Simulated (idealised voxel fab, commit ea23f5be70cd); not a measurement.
This section sets out a process module, namely voxel lift off.
270 nm wide, 5 nm square cells: that's cross-section cut.
Heads up, the way a cross-section reads in here is a grid of square cells, handed over as bands from the top down, with every band being one or more rows of cells. A band entry consists of two parts. The first gives the height of the band's top and the height of its bottom, in nm. The rest lists the band's materials from left to right, each with its width in nm. A single material labelled with the word "everywhere" fills the band from edge to edge, and the word "empty" marks empty space. Counting heights begins at 0, where everything beneath is, in the wafer as received, one material. The lowest band has no bottom; it goes on downwards, as "0 nm and below" shows. Think of "30 to 40" as a width that walks from the first number to the second as you go down the band, top row to bottom row, taking equal-sized steps from row to row. What does "no modification" mean for a step? It means no cell of the cross-section changed in that step. "Entrapped voids": empty spaces of 8 cells or more with no open way to the top, each given as width x height at distance, distance from the left edge, all in nm. Whatever follows a step's settings on its line is a remark the simulator itself makes about that step. The "overlay nm" setting may appear on a step's line; for a step that uses a mask, it gives how far to the right of its planned position the mask lay, and a negative value indicates the left.

-- Steps planned for the process
1. RECEIVE with material Si
2. CONFORMAL_DEP with material SiO2, thk nm 5
3. PATTERN with tone open, mask id LINES, material resist, width nm 15, pitch nm 45, thk nm 30, overlay nm 0
4. DIRECTIONAL_DEP with material Ru, thk nm 15
5. STRIP with etch materials resist
6. CONFORMAL_DEP with material SiCN, thk nm 5

-- First of two wafers: run as planned

-- Wafer as received: cross-section following step 1
0 nm and below | Si everywhere
Entrapped voids: none

-- after step 2
5 nm to 0 nm | SiO2 everywhere
Everything under 0 stays put, no change at all.

-- after step 3
35 nm to 5 nm | resist 80 nm, then empty 15 nm, then resist 30 nm, then empty 15 nm, then resist 30 nm, then empty 15 nm, then resist 85 nm
Everything under 5 stays put, no change at all.

-- after step 4
50 nm to 35 nm | Ru 80 nm, then empty 15 nm, then Ru 30 nm, then empty 15 nm, then Ru 30 nm, then empty 15 nm, then Ru 85 nm
35 nm to 20 nm | resist 80 nm, then empty 15 nm, then resist 30 nm, then empty 15 nm, then resist 30 nm, then empty 15 nm, then resist 85 nm
20 nm to 5 nm | resist 80 nm, then Ru 15 nm, then resist 30 nm, then Ru 15 nm, then resist 30 nm, then Ru 15 nm, then resist 85 nm
Everything under 5 stays put, no change at all.

-- after step 5
20 nm to 5 nm | empty 80 nm, then Ru 15 nm, then empty 30 nm, then Ru 15 nm, then empty 30 nm, then Ru 15 nm, then empty 85 nm
Everything under 5 stays put, no change at all.

-- after step 6
25 nm to 20 nm | empty 75 nm, then SiCN 25 nm, then empty 20 nm, then SiCN 25 nm, then empty 20 nm, then SiCN 25 nm, then empty 80 nm
20 nm to 10 nm | empty 75 nm, then SiCN 5 nm, then Ru 15 nm, then SiCN 5 nm, then empty 20 nm, then SiCN 5 nm, then Ru 15 nm, then SiCN 5 nm, then empty 20 nm, then SiCN 5 nm, then Ru 15 nm, then SiCN 5 nm, then empty 80 nm
10 nm to 5 nm | SiCN 80 nm, then Ru 15 nm, then SiCN 30 nm, then Ru 15 nm, then SiCN 30 nm, then Ru 15 nm, then SiCN 85 nm
Everything under 5 stays put, no change at all.

-- It is to be noted that the second wafer proceeded from the same initial state and according to the same plan as the first, although one mistake was committed in its execution; through step 1, inclusive, the two wafers share an identical history

Here is the second wafer in cross-section at the point where step 2 of the plan should have been done: no modification

-- Here is the second wafer in cross-section at the point where step 3 of the plan should have been done
30 nm to 0 nm | resist 80 nm, then empty 15 nm, then resist 30 nm, then empty 15 nm, then resist 30 nm, then empty 15 nm, then resist 85 nm
Everything under 0 stays put, no change at all.

-- Here is the second wafer in cross-section at the point where step 4 of the plan should have been done
45 nm to 30 nm | Ru 80 nm, then empty 15 nm, then Ru 30 nm, then empty 15 nm, then Ru 30 nm, then empty 15 nm, then Ru 85 nm
30 nm to 15 nm | resist 80 nm, then empty 15 nm, then resist 30 nm, then empty 15 nm, then resist 30 nm, then empty 15 nm, then resist 85 nm
15 nm to 0 nm | resist 80 nm, then Ru 15 nm, then resist 30 nm, then Ru 15 nm, then resist 30 nm, then Ru 15 nm, then resist 85 nm
Everything under 0 stays put, no change at all.

-- Here is the second wafer in cross-section at the point where step 5 of the plan should have been done
15 nm to 0 nm | empty 80 nm, then Ru 15 nm, then empty 30 nm, then Ru 15 nm, then empty 30 nm, then Ru 15 nm, then empty 85 nm
Everything under 0 stays put, no change at all.

-- Here is the second wafer in cross-section at the point where step 6 of the plan should have been done
20 nm to 15 nm | empty 75 nm, then SiCN 25 nm, then empty 20 nm, then SiCN 25 nm, then empty 20 nm, then SiCN 25 nm, then empty 80 nm
15 nm to 5 nm | empty 75 nm, then SiCN 5 nm, then Ru 15 nm, then SiCN 5 nm, then empty 20 nm, then SiCN 5 nm, then Ru 15 nm, then SiCN 5 nm, then empty 20 nm, then SiCN 5 nm, then Ru 15 nm, then SiCN 5 nm, then empty 80 nm
5 nm to 0 nm | SiCN 80 nm, then Ru 15 nm, then SiCN 30 nm, then Ru 15 nm, then SiCN 30 nm, then Ru 15 nm, then SiCN 85 nm
Everything under 0 stays put, no change at all.
The plan and the run diverged here: skipped: plan step 2 (never run)
In the final state, the cell counts of the second wafer exceed or fall short of those of the first for the following materials: 54 fewer of SiO2
